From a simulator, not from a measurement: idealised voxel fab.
You're looking at the process module voxel ribs on slabs.
Section shown: cut. Width: 285 nm. Cell size: 5 nm, square.
How to read a cross-section here: the picture is a grid of square cells, written as bands going from the top down, and any band can span one or more rows of cells.
Look at the band entry: it leads with the top's height and the bottom's height in nm. Then it lists the materials left to right, with a width in nm for each. The word "all across" on a single material says that material fills the band edge to edge. The word "blank" is empty space.
Basically, 0 is our baseline, since under it the wafer straight out of the box is all one material. The bottom band has no lower end and keeps on going down, so it looks like "top 0, no bottom".
Graded width ("30 to 40"): value in top row of band = first number; value in bottom row = second number; row-to-row change constant.
The cross-section has no changed cell in any step marked "all unchanged".
In the "Unvented internal voids" entry, you get each enclosed empty space of 8 cells or more, one with no open way to the top, written width x height at distance, distance from the left edge, in nm.
Where a step's line continues beyond its settings, the continuation is a remark by the simulator itself on that step.
"overlay nm", when on a step's line for a step with a mask, measures how far to the right of its planned place the mask lay; a negative measure means to the left.
**This section lists the process steps that were planned**
1 op RECEIVE | material Si
2 op DIRECTIONAL_DEP | material SiO2 | thk nm 20
3 op DIRECTIONAL_DEP | material SiN | thk nm 20
4 op DIRECTIONAL_DEP | material aC | thk nm 15
5 op PATTERN | tone cover | mask id RIB | material resist | width nm 20 | thk nm 30 | overlay nm 0
6 op DIRECTIONAL_ETCH | etch materials aC | depth nm 15
7 op STRIP | etch materials resist
8 op DIRECTIONAL_ETCH | etch materials SiN | depth nm 5
9 op STRIP | etch materials aC
10 op DIRECTIONAL_DEP | material aC | thk nm 15
11 op PATTERN | tone cover | mask id SLAB | material resist | width nm 70 | thk nm 30 | overlay nm 0
12 op DIRECTIONAL_ETCH | etch materials aC | depth nm 15
13 op STRIP | etch materials resist
14 op DIRECTIONAL_ETCH | etch materials SiN | depth nm 15
15 op STRIP | etch materials aC
16 op FILL_DEP | material SiO2 | thk nm 25
17 op CMP | height nm 55
18 op DIRECTIONAL_DEP | material W | thk nm 10
19 op PATTERN | tone cover | mask id HEATER | material resist | width nm 30 | thk nm 20 | overlay nm 0
20 op DIRECTIONAL_ETCH | etch materials W | depth nm 10
21 op STRIP | etch materials resist
22 op CONFORMAL_DEP | material SiN | thk nm 10
**As-received wafer cross-section (after step 1)**
- top 0, no bottom: Si all across
- Unvented internal voids: none
**Look at the cross-section after the module: the wafer started out the way shown above and the plan was the one shown above, yet one mistake was made along the way**
- top 75, bottom 65: blank=115  aC=50  blank=120
- top 65, bottom 55: aC=125  W=30  aC=130
- top 55, bottom 40: SiO2 all across
- top 40, bottom 35: SiO2=130  SiN=20  SiO2=135
- top 35, bottom 20: SiO2=105  SiN=70  SiO2=110
- top 20, bottom 0: SiO2 all across
- top 0, no bottom: Si all across
- Unvented internal voids: none
Here's what went sideways: for step 22, the planned setting was not used; the step was instead run as op CONFORMAL_DEP | material aC | thk nm 10
